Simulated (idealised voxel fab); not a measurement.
The name of this process module is voxel spacer lines.
The cross-section shown here is cut; it is 175 nm wide and divided into square cells measuring 5 nm on a side.
In this document a cross-section is written as a grid of square cells. It is given as a series of bands, listed from the top down, and a band is one or more rows of cells. For a band, the entry starts with two heights in nm, that of the top and then that of the bottom, and carries on with the band's materials in order from left to right, each alongside its width in nm; the word "everywhere" beside a single material means it fills the band edge to edge, and "blank" means empty space. Ref level 0: as-received wafer is one material below here. Bottom band extends down with no lower bound ("0 nm and below"). Top row gets the first number, bottom row gets the second, and each row in between changes by the same step: that is how a band width like "30..40" works. No cell of the cross-section changed in a step that is given as "same as before". Listed in "Closed internal voids": every empty space of 8 or more cells without an open way to the top. Form: width x height at distance, the distance being from the left edge, all in nm. It should be noted that, on the line of a given step, the content following the step's settings is a remark produced by the simulator itself with respect to that step. overlay nm, on a step with a mask: how far to the right of its planned place the mask lay; to the left if negative.
Listed below are the process steps as planned:
1) RECEIVE: material Si
2) CONFORMAL_DEP: material Al2O3, thk nm 5
3) DIRECTIONAL_DEP: material TiN, thk nm 20
4) DIRECTIONAL_DEP: material aC, thk nm 30
5) PATTERN: tone cover, mask id MANDREL, material resist, width nm 20, pitch nm 60, thk nm 40, overlay nm 0
6) DIRECTIONAL_ETCH: etch materials aC, depth nm 30
7) STRIP: etch materials resist
8) CONFORMAL_DEP: material SiO2, thk nm 10
9) DIRECTIONAL_ETCH: etch materials SiO2, depth nm 10
10) STRIP: etch materials aC
11) DIRECTIONAL_ETCH: etch materials TiN, depth nm 20
12) STRIP: etch materials SiO2
Account of the first of two wafers, which was processed as intended:
Cross-section: wafer on arrival = after step 1:
> 0 nm and below  Si everywhere
> Closed internal voids: none
Wafer after step 2 (cross-section):
> 5 nm to 0 nm  Al2O3 everywhere
> At heights below 0, the structure remains unaltered.
Wafer after step 3 (cross-section):
> 25 nm to 5 nm  TiN everywhere
> At heights below 5, the structure remains unaltered.
Wafer after step 4 (cross-section):
> 55 nm to 25 nm  aC everywhere
> At heights below 25, the structure remains unaltered.
Wafer after step 5 (cross-section):
> 95 nm to 55 nm  15 of blank, 20 of resist, 40 of blank, 20 of resist, 40 of blank, 20 of resist, 20 of blank
> At heights below 55, the structure remains unaltered.
Wafer after step 6 (cross-section):
> 65 nm to 55 nm  15 of blank, 20 of resist, 40 of blank, 20 of resist, 40 of blank, 20 of resist, 20 of blank
> 55 nm to 25 nm  15 of blank, 20 of aC, 40 of blank, 20 of aC, 40 of blank, 20 of aC, 20 of blank
> At heights below 25, the structure remains unaltered.
Wafer after step 7 (cross-section):
> 55 nm to 25 nm  15 of blank, 20 of aC, 40 of blank, 20 of aC, 40 of blank, 20 of aC, 20 of blank
> At heights below 25, the structure remains unaltered.
Wafer after step 8 (cross-section):
> 65 nm to 55 nm  5 of blank, 40 of SiO2, 20 of blank, 40 of SiO2, 20 of blank, 40 of SiO2, 10 of blank
> 55 nm to 35 nm  5 of blank, 10 of SiO2, 20 of aC, 10 of SiO2, 20 of blank, 10 of SiO2, 20 of aC, 10 of SiO2, 20 of blank, 10 of SiO2, 20 of aC, 10 of SiO2, 10 of blank
> 35 nm to 25 nm  15 of SiO2, 20 of aC, 40 of SiO2, 20 of aC, 40 of SiO2, 20 of aC, 20 of SiO2
> At heights below 25, the structure remains unaltered.
Wafer after step 9 (cross-section):
> 55 nm to 25 nm  5 of blank, 10 of SiO2, 20 of aC, 10 of SiO2, 20 of blank, 10 of SiO2, 20 of aC, 10 of SiO2, 20 of blank, 10 of SiO2, 20 of aC, 10 of SiO2, 10 of blank
> At heights below 25, the structure remains unaltered.
Wafer after step 10 (cross-section):
> 55 nm to 25 nm  5 of blank, 10 of SiO2, 20 of blank, 10 of SiO2, 20 of blank, 10 of SiO2, 20 of blank, 10 of SiO2, 20 of blank, 10 of SiO2, 20 of blank, 10 of SiO2, 10 of blank
> At heights below 25, the structure remains unaltered.
Wafer after step 11 (cross-section):
> 55 nm to 25 nm  5 of blank, 10 of SiO2, 20 of blank, 10 of SiO2, 20 of blank, 10 of SiO2, 20 of blank, 10 of SiO2, 20 of blank, 10 of SiO2, 20 of blank, 10 of SiO2, 10 of blank
> 25 nm to 5 nm  5 of blank, 10 of TiN, 20 of blank, 10 of TiN, 20 of blank, 10 of TiN, 20 of blank, 10 of TiN, 20 of blank, 10 of TiN, 20 of blank, 10 of TiN, 10 of blank
> At heights below 5, the structure remains unaltered.
Wafer after step 12 (cross-section):
> 25 nm to 5 nm  5 of blank, 10 of TiN, 20 of blank, 10 of TiN, 20 of blank, 10 of TiN, 20 of blank, 10 of TiN, 20 of blank, 10 of TiN, 20 of blank, 10 of TiN, 10 of blank
> At heights below 5, the structure remains unaltered.
The remaining wafer, second of the two, started like the first and was run to the same plan, except that one mistake was made along the way; the two coincide through step 2, inclusive:
Second wafer, cross-section, planned end of step 3:
> 45 nm to 5 nm  TiN everywhere
> At heights below 5, the structure remains unaltered.
Second wafer, cross-section, planned end of step 4:
> 75 nm to 45 nm  aC everywhere
> At heights below 45, the structure remains unaltered.
Second wafer, cross-section, planned end of step 5:
> 115 nm to 75 nm  15 of blank, 20 of resist, 40 of blank, 20 of resist, 40 of blank, 20 of resist, 20 of blank
> At heights below 75, the structure remains unaltered.
Second wafer, cross-section, planned end of step 6:
> 85 nm to 75 nm  15 of blank, 20 of resist, 40 of blank, 20 of resist, 40 of blank, 20 of resist, 20 of blank
> 75 nm to 45 nm  15 of blank, 20 of aC, 40 of blank, 20 of aC, 40 of blank, 20 of aC, 20 of blank
> At heights below 45, the structure remains unaltered.
Second wafer, cross-section, planned end of step 7:
> 75 nm to 45 nm  15 of blank, 20 of aC, 40 of blank, 20 of aC, 40 of blank, 20 of aC, 20 of blank
> At heights below 45, the structure remains unaltered.
Second wafer, cross-section, planned end of step 8:
> 85 nm to 75 nm  5 of blank, 40 of SiO2, 20 of blank, 40 of SiO2, 20 of blank, 40 of SiO2, 10 of blank
> 75 nm to 55 nm  5 of blank, 10 of SiO2, 20 of aC, 10 of SiO2, 20 of blank, 10 of SiO2, 20 of aC, 10 of SiO2, 20 of blank, 10 of SiO2, 20 of aC, 10 of SiO2, 10 of blank
> 55 nm to 45 nm  15 of SiO2, 20 of aC, 40 of SiO2, 20 of aC, 40 of SiO2, 20 of aC, 20 of SiO2
> At heights below 45, the structure remains unaltered.
Second wafer, cross-section, planned end of step 9:
> 75 nm to 45 nm  5 of blank, 10 of SiO2, 20 of aC, 10 of SiO2, 20 of blank, 10 of SiO2, 20 of aC, 10 of SiO2, 20 of blank, 10 of SiO2, 20 of aC, 10 of SiO2, 10 of blank
> At heights below 45, the structure remains unaltered.
Second wafer, cross-section, planned end of step 10:
> 75 nm to 45 nm  5 of blank, 10 of SiO2, 20 of blank, 10 of SiO2, 20 of blank, 10 of SiO2, 20 of blank, 10 of SiO2, 20 of blank, 10 of SiO2, 20 of blank, 10 of SiO2, 10 of blank
> At heights below 45, the structure remains unaltered.
Second wafer, cross-section, planned end of step 11:
> 75 nm to 45 nm  5 of blank, 10 of SiO2, 20 of blank, 10 of SiO2, 20 of blank, 10 of SiO2, 20 of blank, 10 of SiO2, 20 of blank, 10 of SiO2, 20 of blank, 10 of SiO2, 10 of blank
> 45 nm to 25 nm  5 of blank, 10 of TiN, 20 of blank, 10 of TiN, 20 of blank, 10 of TiN, 20 of blank, 10 of TiN, 20 of blank, 10 of TiN, 20 of blank, 10 of TiN, 10 of blank
> At heights below 25, the structure remains unaltered.
Second wafer, cross-section, planned end of step 12:
> 45 nm to 25 nm  5 of blank, 10 of TiN, 20 of blank, 10 of TiN, 20 of blank, 10 of TiN, 20 of blank, 10 of TiN, 20 of blank, 10 of TiN, 20 of blank, 10 of TiN, 10 of blank
> At heights below 25, the structure remains unaltered.
What went wrong in running the wafer? step 3 of the plan was performed twice
The second wafer ends with more or fewer cells of some materials than the first, per final count: +140 TiN
